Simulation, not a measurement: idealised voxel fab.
process module | voxel self aligned contacts
cross-section cut | 230 nm wide | cells 5 nm
A cross-section is a grid of square cells, given in bands from the top down. A band is one or more rows of cells.
Each band's line starts with the height of the band's top and of its bottom, in nm. Then come its materials from left to right, each with its width in nm. One material with "throughout" fills the band from edge to edge. "air" is empty space.
Height 0 is the level under which the wafer as received is all one material. The lowest band goes on downwards, as in "0 down".
A width such as "30 to 40" changes by the same amount from each row of cells to the next, from the band's top row to its bottom row.
"no change" after a step means that no cell of the cross-section changed.
closed voids: empty space of 8 cells or more with no open way to the top, each as width x height at its distance from the left edge, in nm
after a step's settings: what the simulator itself notes on the step
overlay nm, on a step with a mask: how far to the right of its planned place the mask lay; to the left if negative
plan
1 op RECEIVE | material Si
2 op CONFORMAL_DEP | material SiO2 | thk nm 5
3 op DIRECTIONAL_DEP | material polySi | thk nm 25
4 op DIRECTIONAL_DEP | material SiN | thk nm 15
5 op DIRECTIONAL_DEP | material aC | thk nm 10
6 op PATTERN | tone cover | mask id GATE | material resist | width nm 35 | pitch nm 60 | thk nm 25 | overlay nm -15
7 op DIRECTIONAL_ETCH | etch materials aC | depth nm 10
8 op STRIP | etch materials resist
9 op DIRECTIONAL_ETCH | etch materials SiN | depth nm 15
10 op DIRECTIONAL_ETCH | etch materials polySi | depth nm 25
11 op STRIP | etch materials aC
12 op CONFORMAL_DEP | material SiN | thk nm 5
13 op DIRECTIONAL_ETCH | etch materials SiN | depth nm 5
14 op FILL_DEP | material SiO2 | thk nm 20
15 op CMP | height nm 55
16 op PATTERN | tone open | mask id CONTACT | material resist | width nm 35 | pitch nm 60 | thk nm 15 | overlay nm 0
17 op DIRECTIONAL_ETCH | etch materials SiO2 | depth nm 55
18 op STRIP | etch materials resist
19 op CONFORMAL_DEP | material TiN | thk nm 5
20 op FILL_DEP | material Ru | thk nm 5
21 op CMP | height nm 55
22 op CONFORMAL_DEP | material SiN | thk nm 5
varied across the wafers: overlay nm of step 6. The plan shows the first wafer's value. All wafers start alike
first wafer as received, after step 1
  0 down: Si throughout
  closed voids: none
each wafer at the end: cells of each material gained (+) or lost (-) since it was received, then its closed voids
overlay nm -15 | +10 Ru | +157 SiN | +226 SiO2 | +54 TiN | +105 polySi | closed voids: none
overlay nm -10 | +28 Ru | +157 SiN | +208 SiO2 | +54 TiN | +105 polySi | closed voids: none
overlay nm -5 | +28 Ru | +157 SiN | +208 SiO2 | +54 TiN | +105 polySi | closed voids: none
overlay nm 0 | +28 Ru | +157 SiN | +208 SiO2 | +54 TiN | +105 polySi | closed voids: none
overlay nm 5 | +28 Ru | +157 SiN | +208 SiO2 | +54 TiN | +105 polySi | closed voids: none
overlay nm 10 | +28 Ru | +157 SiN | +208 SiO2 | +54 TiN | +105 polySi | closed voids: none
overlay nm 15 | +10 Ru | +157 SiN | +226 SiO2 | +54 TiN | +105 polySi | closed voids: none
